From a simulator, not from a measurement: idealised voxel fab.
Process module heading - voxel fin reveal
Each square cell in cross-section cut measures 5 nm, and the section as a whole is 255 nm wide.
Cross-section spec: square-cell grid; bands listed top down; each band is one or more rows.
The band entry comprises the height of the band's top followed by the height of its bottom, expressed in nm, and subsequently the band's materials from left to right, each stated together with its width in nm. Where a single material is marked with the word "everywhere", that material fills the band from edge to edge. The word "blank" represents empty space.
We count height from 0. Below that, the starting wafer is all one material. The lowest band never ends at the bottom but goes on down; see "z 0 and below" for how that is written.
Graded width ("30..40"): value in top row of band = first number; value in bottom row = second number; row-to-row change constant.
Take "all unchanged" at face value: in the step it is given for, the cross-section changed in none of its cells.
The label "Unvented cavities" introduces a list of the empty spaces, 8 cells or larger, that have no open way up to the top; each entry in it reads width x height at distance, where the distance is taken from the left edge and all three are stated in nm.
Step line, after settings: the simulator's comment on this step.
You can add "overlay nm" to a step's line. For a step with a mask, it describes how far the mask lay to the right of its planned position, and a negative number describes a lay to the left.
Here's what the planned process steps look like:
1,RECEIVE [material Si]
2,CONFORMAL_DEP [material SiN] [thk nm 5]
3,PATTERN [tone cover] [mask id FINS] [material resist] [width nm 15] [pitch nm 45] [thk nm 15] [overlay nm 0]
4,DIRECTIONAL_ETCH [etch materials SiN] [depth nm 5]
5,DIRECTIONAL_ETCH [etch materials Si] [depth nm 30]
6,STRIP [etch materials resist]
7,FILL_DEP [material SiO2] [thk nm 5]
8,CMP [height nm 5]
9,SELECTIVE_ETCH [etch materials SiO2] [depth nm 15]
10,STRIP [etch materials SiN]
The width nm used in step 3 is not the same on every wafer, whereas the starting condition is; the value printed in the plan is the first wafer's.
Cross-section of the first incoming wafer of several, state after step 1:
- z 0 and below: Si everywhere
- Unvented cavities: none
Heads up, this table goes wafer by wafer. A row tells you, at the end of the module, how many cells of each material that wafer has put on (+) or dropped (-) since it was received, and then its closed voids:
width nm 15; -234 Si; +156 SiO2; Unvented cavities: none
width nm 20; -210 Si; +140 SiO2; Unvented cavities: none
width nm 25; -186 Si; +124 SiO2; Unvented cavities: none
width nm 30; -162 Si; +108 SiO2; Unvented cavities: none
